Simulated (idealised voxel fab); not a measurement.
This is a process module. Its name is voxel self aligned vias.
Section cut is 205 nm wide and gridded with 5 nm square cells.
Reading order for cross-sections: top band down to bottom band. Underlying form: a grid of square cells. Band size: one or more rows of cells.
It is stipulated that each band's entry specify, in nanometres, the height of the top of the band and then that of its bottom, followed by the materials of the band in left-to-right sequence, each together with its width in nanometres. A single material marked by the word "full width" is understood to fill the band from edge to edge; the word "empty" is understood to denote empty space.
Ref level 0: as-received wafer is one material below here. Bottom band extends down with no lower bound ("0 nm and below").
With a width like "30..40", each row of cells in the band differs from the next by the same amount, the top row carrying the first number and the bottom row the second.
You'll sometimes find "remained the same" written for a step, and that's the way of saying that nowhere in the cross-section did a cell change during that step.
"Closed void inventory" contains a list of empty spaces, each no smaller than 8 cells and without an open way to the top, written in the form width x height at distance with the distance from the left edge and all three in nm.
If you see something after the settings on a step's line, that's the simulator's own remark about that step.
The "overlay nm" setting may appear on a step's line; for a step that uses a mask, it gives how far to the right of its planned position the mask lay, and a negative value indicates the left.

The following list gives the planned process steps:
step 1: RECEIVE: material Si
step 2: CONFORMAL_DEP: material SiO2, thk nm 10
step 3: CONFORMAL_DEP: material SiCN, thk nm 5
step 4: DIRECTIONAL_DEP: material lowk, thk nm 30
step 5: DIRECTIONAL_DEP: material aC, thk nm 10
step 6: PATTERN: tone open, mask id LINES, material resist, width nm 25, pitch nm 60, thk nm 25, overlay nm 0
step 7: DIRECTIONAL_ETCH: etch materials aC, depth nm 10
step 8: STRIP: etch materials resist
step 9: DIRECTIONAL_ETCH: etch materials lowk, depth nm 30
step 10: STRIP: etch materials aC
step 11: CONFORMAL_DEP: material TiN, thk nm 5
step 12: FILL_DEP: material W, thk nm 5
step 13: CMP: height nm 45
step 14: SELECTIVE_ETCH: etch materials W Ru TiN, depth nm 10
step 15: FILL_DEP: material SiN, thk nm 10
step 16: CMP: height nm 45
step 17: DIRECTIONAL_DEP: material lowk, thk nm 15
step 18: PATTERN: tone open, mask id VIAS, material resist, width nm 45, pitch nm 60, thk nm 15, overlay nm 0
step 19: DIRECTIONAL_ETCH: etch materials lowk, depth nm 15
step 20: DIRECTIONAL_ETCH: etch materials SiN, depth nm 10
step 21: STRIP: etch materials resist
step 22: CONFORMAL_DEP: material TiN, thk nm 5
step 23: FILL_DEP: material Ru, thk nm 10
step 24: CMP: height nm 60
step 25: CONFORMAL_DEP: material SiN, thk nm 5

Cross-section of the wafer as it came to us, i.e., already through step 1:
	0 nm and below: Si full width
	Closed void inventory: none

Wafer cross-section at end of module: start and plan as shown above, one execution error:
	65 nm to 60 nm: SiN full width
	60 nm to 50 nm: lowk 50 / TiN 5 / Ru 35 / TiN 5 / lowk 15 / TiN 5 / Ru 35 / TiN 5 / lowk 50
	50 nm to 45 nm: lowk 50 / TiN 20 / Ru 5 / TiN 20 / lowk 15 / TiN 20 / Ru 5 / TiN 20 / lowk 50
	45 nm to 40 nm: lowk 60 / SiCN 5 / TiN 5 / Ru 5 / TiN 5 / SiCN 5 / lowk 35 / SiCN 5 / TiN 5 / Ru 5 / TiN 5 / SiCN 5 / lowk 60
	40 nm to 35 nm: lowk 60 / SiCN 5 / TiN 15 / SiCN 5 / lowk 35 / SiCN 5 / TiN 15 / SiCN 5 / lowk 60
	35 nm to 20 nm: lowk 60 / SiCN 5 / W 15 / SiCN 5 / lowk 35 / SiCN 5 / W 15 / SiCN 5 / lowk 60
	20 nm to 15 nm: lowk 60 / SiCN 25 / lowk 35 / SiCN 25 / lowk 60
	15 nm to 10 nm: SiCN full width
	10 nm to 0 nm: SiO2 full width
	0 nm and below: Si full width
	Closed void inventory: none
What went wrong in running the wafer? step 11 went in with a setting other than planned; the actual run was CONFORMAL_DEP: material SiCN, thk nm 5
